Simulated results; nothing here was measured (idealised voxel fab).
process module | voxel self aligned vias
Square cell edge 5 nm, section width 145 nm, ID cut.
Reading order for cross-sections: top band down to bottom band. Underlying form: a grid of square cells. Band size: one or more rows of cells. Heights first: top, then bottom, in nm. Then materials, left to right, each with a width in nm. "edge to edge" on a single material: fills the band edge to edge. "air": empty space. Basically, 0 is our baseline, since under it the wafer straight out of the box is all one material. The bottom band has no lower end and keeps on going down, so it looks like "top 0, no bottom". A width such as "30->40" changes by the same amount from each row of cells to the next, from the band's top row to its bottom row. What does "remains unaltered" mean for a step? It means no cell of the cross-section changed in that step. Any empty space of 8 cells or more lacking an open way to the top shows up in "Enclosed void entries" as width x height at distance, distance from the left edge, in nm. Step line, after settings: the simulator's comment on this step. You can add "overlay nm" to a step's line. For a step with a mask, it describes how far the mask lay to the right of its planned position, and a negative number describes a lay to the left.
Set out below are the planned steps of the process
- 1: op RECEIVE | material Si
- 2: op CONFORMAL_DEP | material SiO2 | thk nm 15
- 3: op CONFORMAL_DEP | material SiCN | thk nm 5
- 4: op DIRECTIONAL_DEP | material lowk | thk nm 25
- 5: op MASKED_ETCH | tone open | mask id LINES | width nm 25 | pitch nm 65 | etch materials lowk | depth nm 25 | overlay nm 0
- 6: op CONFORMAL_DEP | material TiN | thk nm 5
- 7: op FILL_DEP | material Ru | thk nm 5
- 8: op CMP | height nm 45
- 9: op SELECTIVE_ETCH | etch materials W Ru TiN | depth nm 10
- 10: op FILL_DEP | material SiN | thk nm 5
- 11: op CMP | height nm 45
- 12: op DIRECTIONAL_DEP | material lowk | thk nm 20
- 13: op DIRECTIONAL_DEP | material aC | thk nm 15
- 14: op PATTERN | tone open | mask id VIAS | material resist | width nm 45 | thk nm 35 | overlay nm 0
- 15: op DIRECTIONAL_ETCH | etch materials aC | depth nm 15
- 16: op STRIP | etch materials resist
- 17: op DIRECTIONAL_ETCH | etch materials lowk | depth nm 20
- 18: op DIRECTIONAL_ETCH | etch materials SiN | depth nm 10
- 19: op STRIP | etch materials aC
- 20: op CONFORMAL_DEP | material TiN | thk nm 5
- 21: op FILL_DEP | material W | thk nm 10
- 22: op CMP | height nm 65
- 23: op CONFORMAL_DEP | material SiN | thk nm 5
Wafer as received: cross-section following step 1
> top 0, no bottom = Si edge to edge
> Enclosed void entries: none
Starting structure and process plan are as shown above, but one mistake was made in running the module; the wafer cross-section at the end of the module follows
> top 70, bottom 65 = SiN edge to edge
> top 65, bottom 50 = lowk=15; TiN=5; W=35; TiN=5; lowk=85
> top 50, bottom 45 = lowk=15; TiN=15; W=15; TiN=15; lowk=85
> top 45, bottom 40 = lowk=25; TiN=5; W=15; TiN=5; lowk=40; SiN=25; lowk=30
> top 40, bottom 35 = lowk=25; TiN=25; lowk=40; SiN=25; lowk=30
> top 35, bottom 30 = SiCN edge to edge
> top 30, bottom 0 = SiO2 edge to edge
> top 0, no bottom = Si edge to edge
> Enclosed void entries: none
Heads up, the wafer didn't run the way we planned it: step 2 of the plan was performed twice
